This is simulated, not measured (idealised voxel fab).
Presented below is a process module, voxel wiring stack.
This is section cut - it's 280 nm across, gridded in 5 nm square cells.
A cross-section is written here as square cells arranged in a grid, and it is given in bands from the top down, each band taking up one or more rows of cells. The band entry comprises the height of the band's top followed by the height of its bottom, expressed in nm, and subsequently the band's materials from left to right, each stated together with its width in nm. Where a single material is marked with the word "everywhere", that material fills the band from edge to edge. The word "air" represents empty space. All heights in this document are referenced to 0, defined as the level beneath which the wafer, as received, consists entirely of one material. The lowest band is not bounded below; it extends indefinitely downward and is written in the form "z 0 and below". Graded width ("30 to 40"): value in top row of band = first number; value in bottom row = second number; row-to-row change constant. Where the words "no alterations made" appear for a step, the cross-section shows no cell changed by that step; every cell remained as before. You'll see "Catalogued sealed voids" listing empty spaces that have no way open to the top, as long as they're 8 cells or more; the notation is width x height at distance, where the distance is from the left edge, and all of it is in nm. Post-settings text on a step line: simulator's own remark regarding the step. overlay nm: right-of-plan distance of the mask on a masked step; negative values mean left-of-plan.

-- Set out below are the planned steps of the process
- 1: RECEIVE: material Si
- 2: CONFORMAL_DEP: material SiO2, thk nm 15
- 3: CONFORMAL_DEP: material SiN, thk nm 5
- 4: DIRECTIONAL_DEP: material lowk, thk nm 20
- 5: DIRECTIONAL_DEP: material aC, thk nm 10
- 6: PATTERN: tone open, mask id METAL_1, material resist, width nm 25, pitch nm 45, thk nm 25, overlay nm 0
- 7: DIRECTIONAL_ETCH: etch materials aC, depth nm 10
- 8: STRIP: etch materials resist
- 9: DIRECTIONAL_ETCH: etch materials lowk, depth nm 20
- 10: DIRECTIONAL_ETCH: etch materials SiN, depth nm 5
- 11: STRIP: etch materials aC
- 12: CONFORMAL_DEP: material TiN, thk nm 5
- 13: FILL_DEP: material Ru, thk nm 5
- 14: CMP: height nm 40
- 15: CONFORMAL_DEP: material SiCN, thk nm 5
- 16: DIRECTIONAL_DEP: material lowk, thk nm 10
- 17: MASKED_ETCH: tone open, mask id PLUG_1, width nm 15, pitch nm 45, etch materials lowk, depth nm 10, overlay nm 0
- 18: MASKED_ETCH: tone open, mask id PLUG_1, width nm 15, pitch nm 45, etch materials SiCN, depth nm 5, overlay nm 0
- 19: EPI: material Ru, thk nm 10
- 20: EPI: material Ru, thk nm 5
- 21: CONFORMAL_DEP: material SiN, thk nm 5
- 22: DIRECTIONAL_DEP: material SiO2, thk nm 15
- 23: PATTERN: tone open, mask id METAL_2, material resist, width nm 25, pitch nm 45, thk nm 20, overlay nm 0
- 24: DIRECTIONAL_ETCH: etch materials SiO2, depth nm 15
- 25: DIRECTIONAL_ETCH: etch materials SiN, depth nm 5
- 26: STRIP: etch materials resist
- 27: CONFORMAL_DEP: material TiN, thk nm 5
- 28: FILL_DEP: material Cu, thk nm 5
- 29: CMP: height nm 75
- 30: CONFORMAL_DEP: material SiN, thk nm 5

-- Cross-sectional view of the wafer in its as-received condition, corresponding to the state after step 1
* z 0 and below  Si everywhere
* Catalogued sealed voids: none

-- End-of-module XS, first of two wafers, run as planned
* z 80 to 75  SiN everywhere
* z 75 to 60  SiO2 (80), TiN (5), Cu (15), TiN (5), SiO2 (20), TiN (5), Cu (15), TiN (5), SiO2 (20), TiN (5), Cu (15), TiN (5), SiO2 (85)
* z 60 to 55  SiN (80), TiN (25), SiN (20), TiN (25), SiN (20), TiN (25), SiN (85)
* z 55 to 45  lowk (80), Ru (15), lowk (30), Ru (15), lowk (30), Ru (15), lowk (95)
* z 45 to 40  SiCN (80), Ru (15), SiCN (30), Ru (15), SiCN (30), Ru (15), SiCN (95)
* z 40 to 20  lowk (80), TiN (5), Ru (15), TiN (5), lowk (20), TiN (5), Ru (15), TiN (5), lowk (20), TiN (5), Ru (15), TiN (5), lowk (85)
* z 20 to 15  SiN (80), TiN (25), SiN (20), TiN (25), SiN (20), TiN (25), SiN (85)
* z 15 to 0  SiO2 everywhere
* z 0 and below  Si everywhere
* Catalogued sealed voids: none

-- Same start, same plan as the first wafer - but one mistake in the run. Cross-section of the second of the two at the end of the module
* z 70 to 65  SiN everywhere
* z 65 to 60  SiO2 (80), TiN (5), Cu (15), TiN (5), SiO2 (20), TiN (5), Cu (15), TiN (5), SiO2 (20), TiN (5), Cu (15), TiN (5), SiO2 (85)
* z 60 to 55  SiN (80), TiN (25), SiN (20), TiN (25), SiN (20), TiN (25), SiN (85)
* z 55 to 45  lowk (80), Ru (15), lowk (30), Ru (15), lowk (30), Ru (15), lowk (95)
* z 45 to 40  SiCN (80), Ru (15), SiCN (30), Ru (15), SiCN (30), Ru (15), SiCN (95)
* z 40 to 20  lowk (80), TiN (5), Ru (15), TiN (5), lowk (20), TiN (5), Ru (15), TiN (5), lowk (20), TiN (5), Ru (15), TiN (5), lowk (85)
* z 20 to 15  SiN (80), TiN (25), SiN (20), TiN (25), SiN (20), TiN (25), SiN (85)
* z 15 to 0  SiO2 everywhere
* z 0 and below  Si everywhere
* Catalogued sealed voids: none
Nonconformance to the process plan: not per plan at step 29, really ran CMP: height nm 65
Final cells, second wafer relative to first, materials higher or lower: Cu -18; SiO2 -82; TiN -12
